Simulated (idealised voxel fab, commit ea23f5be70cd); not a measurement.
Title: Process Module voxel air gaps
Each square cell in cross-section cut measures 5 nm, and the section as a whole is 235 nm wide.
Think of the cross-section as a grid of square cells. We describe it in bands, top to bottom, and each band covers one or more rows of those cells. For a band, the entry starts with two heights in nm, that of the top and then that of the bottom, and carries on with the band's materials in order from left to right, each alongside its width in nm; the word "everywhere" beside a single material means it fills the band edge to edge, and "blank" means empty space. Note: height 0 marks the level under which the wafer is uniformly one material as received. Lowest band unbounded below, written "0 down". Think of "30..40" as a width that walks from the first number to the second as you go down the band, top row to bottom row, taking equal-sized steps from row to row. "left unchanged" after a step means that no cell of the cross-section changed. Entry "Closed void inventory". Content: empty spaces with no open connection to the top, size 8 cells or greater. Each: width x height at distance. Distance: from left edge. Unit: nm. Formally, on a step line, whatever follows the settings is a remark that the simulator itself makes on the step. overlay nm: mask right of planned place by this much (step with mask). Neg. = left.
**List of planned process steps**
1. RECEIVE | material Si
2. CONFORMAL_DEP | material SiO2 | thk nm 15
3. CONFORMAL_DEP | material SiCN | thk nm 5
4. DIRECTIONAL_DEP | material lowk | thk nm 30
5. PATTERN | tone open | mask id LINES | material resist | width nm 20 | pitch nm 50 | thk nm 15 | overlay nm 0
6. DIRECTIONAL_ETCH | etch materials lowk | depth nm 30
7. STRIP | etch materials resist
8. CONFORMAL_DEP | material TiN | thk nm 5
9. FILL_DEP | material W | thk nm 5
10. CMP | height nm 50
11. EPI | material Ru | thk nm 10
12. SELECTIVE_ETCH | etch materials lowk | depth nm 40
13. CONFORMAL_DEP | material SiCN | thk nm 5
**The first wafer of two, processed as planned**
**Cross-section of the wafer at receipt, which is the condition after step 1**
	0 down = Si everywhere
	Closed void inventory: none
**Once step 2 is through, the wafer looks like this in cross-section**
	15 to 0 = SiO2 everywhere
	Anything lower than 0 is untouched.
**Once step 3 is through, the wafer looks like this in cross-section**
	20 to 15 = SiCN everywhere
	Anything lower than 15 is untouched.
**Once step 4 is through, the wafer looks like this in cross-section**
	50 to 20 = lowk everywhere
	Anything lower than 20 is untouched.
**Once step 5 is through, the wafer looks like this in cross-section**
	65 to 50 = resist: 55, blank: 20, resist: 30, blank: 20, resist: 30, blank: 20, resist: 60
	Anything lower than 50 is untouched.
**Once step 6 is through, the wafer looks like this in cross-section**
	65 to 50 = resist: 55, blank: 20, resist: 30, blank: 20, resist: 30, blank: 20, resist: 60
	50 to 20 = lowk: 55, blank: 20, lowk: 30, blank: 20, lowk: 30, blank: 20, lowk: 60
	Anything lower than 20 is untouched.
**Once step 7 is through, the wafer looks like this in cross-section**
	50 to 20 = lowk: 55, blank: 20, lowk: 30, blank: 20, lowk: 30, blank: 20, lowk: 60
	Anything lower than 20 is untouched.
**Once step 8 is through, the wafer looks like this in cross-section**
	55 to 50 = TiN: 60, blank: 10, TiN: 40, blank: 10, TiN: 40, blank: 10, TiN: 65
	50 to 25 = lowk: 55, TiN: 5, blank: 10, TiN: 5, lowk: 30, TiN: 5, blank: 10, TiN: 5, lowk: 30, TiN: 5, blank: 10, TiN: 5, lowk: 60
	25 to 20 = lowk: 55, TiN: 20, lowk: 30, TiN: 20, lowk: 30, TiN: 20, lowk: 60
	Anything lower than 20 is untouched.
**Once step 9 is through, the wafer looks like this in cross-section**
	60 to 55 = W everywhere
	55 to 50 = TiN: 60, W: 10, TiN: 40, W: 10, TiN: 40, W: 10, TiN: 65
	50 to 25 = lowk: 55, TiN: 5, W: 10, TiN: 5, lowk: 30, TiN: 5, W: 10, TiN: 5, lowk: 30, TiN: 5, W: 10, TiN: 5, lowk: 60
	Anything lower than 25 is untouched.
**Once step 10 is through, the wafer looks like this in cross-section**
	50 to 25 = lowk: 55, TiN: 5, W: 10, TiN: 5, lowk: 30, TiN: 5, W: 10, TiN: 5, lowk: 30, TiN: 5, W: 10, TiN: 5, lowk: 60
	Anything lower than 25 is untouched.
**Once step 11 is through, the wafer looks like this in cross-section**
	60 to 50 = blank: 45, Ru: 40, blank: 10, Ru: 40, blank: 10, Ru: 40, blank: 50
	Anything lower than 50 is untouched.
**Once step 12 is through, the wafer looks like this in cross-section**
	60 to 50 = blank: 45, Ru: 40, blank: 10, Ru: 40, blank: 10, Ru: 40, blank: 50
	50 to 25 = blank: 55, TiN: 5, W: 10, TiN: 5, blank: 30, TiN: 5, W: 10, TiN: 5, blank: 30, TiN: 5, W: 10, TiN: 5, blank: 60
	25 to 20 = blank: 55, TiN: 20, blank: 30, TiN: 20, blank: 30, TiN: 20, blank: 60
	Anything lower than 20 is untouched.
**Once step 13 is through, the wafer looks like this in cross-section**
	65 to 60 = blank: 40, SiCN: 150, blank: 45
	60 to 50 = blank: 40, SiCN: 5, Ru: 40, SiCN: 10, Ru: 40, SiCN: 10, Ru: 40, SiCN: 5, blank: 45
	50 to 45 = blank: 40, SiCN: 15, TiN: 5, W: 10, TiN: 5, SiCN: 30, TiN: 5, W: 10, TiN: 5, SiCN: 30, TiN: 5, W: 10, TiN: 5, SiCN: 15, blank: 45
	45 to 25 = blank: 50, SiCN: 5, TiN: 5, W: 10, TiN: 5, SiCN: 5, blank: 20, SiCN: 5, TiN: 5, W: 10, TiN: 5, SiCN: 5, blank: 20, SiCN: 5, TiN: 5, W: 10, TiN: 5, SiCN: 5, blank: 55
	25 to 20 = SiCN: 55, TiN: 20, SiCN: 30, TiN: 20, SiCN: 30, TiN: 20, SiCN: 60
	Anything lower than 20 is untouched.
	Closed void inventory: 20 x 20 at 80; 20 x 20 at 130
**Second wafer. Start and plan as for the first. One mistake made in running. Agrees with the first up to and including step 4**
**Look at the second wafer in cross-section at the time step 5 ought to have finished**
	65 to 50 = resist: 60, blank: 15, resist: 35, blank: 15, resist: 35, blank: 15, resist: 60
	Anything lower than 50 is untouched.
**Look at the second wafer in cross-section at the time step 6 ought to have finished**
	65 to 50 = resist: 60, blank: 15, resist: 35, blank: 15, resist: 35, blank: 15, resist: 60
	50 to 20 = lowk: 60, blank: 15, lowk: 35, blank: 15, lowk: 35, blank: 15, lowk: 60
	Anything lower than 20 is untouched.
**Look at the second wafer in cross-section at the time step 7 ought to have finished**
	50 to 20 = lowk: 60, blank: 15, lowk: 35, blank: 15, lowk: 35, blank: 15, lowk: 60
	Anything lower than 20 is untouched.
**Look at the second wafer in cross-section at the time step 8 ought to have finished**
	55 to 50 = TiN: 65, blank: 5, TiN: 45, blank: 5, TiN: 45, blank: 5, TiN: 65
	50 to 25 = lowk: 60, TiN: 5, blank: 5, TiN: 5, lowk: 35, TiN: 5, blank: 5, TiN: 5, lowk: 35, TiN: 5, blank: 5, TiN: 5, lowk: 60
	25 to 20 = lowk: 60, TiN: 15, lowk: 35, TiN: 15, lowk: 35, TiN: 15, lowk: 60
	Anything lower than 20 is untouched.
**Look at the second wafer in cross-section at the time step 9 ought to have finished**
	60 to 55 = W everywhere
	55 to 50 = TiN: 65, W: 5, TiN: 45, W: 5, TiN: 45, W: 5, TiN: 65
	50 to 25 = lowk: 60, TiN: 5, W: 5, TiN: 5, lowk: 35, TiN: 5, W: 5, TiN: 5, lowk: 35, TiN: 5, W: 5, TiN: 5, lowk: 60
	Anything lower than 25 is untouched.
**Look at the second wafer in cross-section at the time step 10 ought to have finished**
	50 to 25 = lowk: 60, TiN: 5, W: 5, TiN: 5, lowk: 35, TiN: 5, W: 5, TiN: 5, lowk: 35, TiN: 5, W: 5, TiN: 5, lowk: 60
	Anything lower than 25 is untouched.
**Look at the second wafer in cross-section at the time step 11 ought to have finished**
	60 to 50 = blank: 50, Ru: 35, blank: 15, Ru: 35, blank: 15, Ru: 35, blank: 50
	Anything lower than 50 is untouched.
**Look at the second wafer in cross-section at the time step 12 ought to have finished**
	60 to 50 = blank: 50, Ru: 35, blank: 15, Ru: 35, blank: 15, Ru: 35, blank: 50
	50 to 25 = blank: 60, TiN: 5, W: 5, TiN: 5, blank: 35, TiN: 5, W: 5, TiN: 5, blank: 35, TiN: 5, W: 5, TiN: 5, blank: 60
	25 to 20 = blank: 60, TiN: 15, blank: 35, TiN: 15, blank: 35, TiN: 15, blank: 60
	Anything lower than 20 is untouched.
**Look at the second wafer in cross-section at the time step 13 ought to have finished**
	65 to 60 = blank: 45, SiCN: 45, blank: 5, SiCN: 45, blank: 5, SiCN: 45, blank: 45
	60 to 50 = blank: 45, SiCN: 5, Ru: 35, SiCN: 5, blank: 5, SiCN: 5, Ru: 35, SiCN: 5, blank: 5, SiCN: 5, Ru: 35, SiCN: 5, blank: 45
	50 to 45 = blank: 45, SiCN: 15, TiN: 5, W: 5, TiN: 5, SiCN: 15, blank: 5, SiCN: 15, TiN: 5, W: 5, TiN: 5, SiCN: 15, blank: 5, SiCN: 15, TiN: 5, W: 5, TiN: 5, SiCN: 15, blank: 45
	45 to 25 = blank: 55, SiCN: 5, TiN: 5, W: 5, TiN: 5, SiCN: 5, blank: 25, SiCN: 5, TiN: 5, W: 5, TiN: 5, SiCN: 5, blank: 25, SiCN: 5, TiN: 5, W: 5, TiN: 5, SiCN: 5, blank: 55
	25 to 20 = SiCN: 60, TiN: 15, SiCN: 35, TiN: 15, SiCN: 35, TiN: 15, SiCN: 60
	Anything lower than 20 is untouched.
Plan not followed: planned and actual differ for step 5; actual: PATTERN | tone open | mask id LINES | material resist | width nm 15 | pitch nm 50 | thk nm 15 | overlay nm 0
Count the cells at the end and the second wafer has more or fewer of some materials than the first: Ru: 6 fewer | TiN: 3 fewer | W: 15 fewer
The closed voids present at the end amount to 2 for the first wafer and 0 for the second wafer.
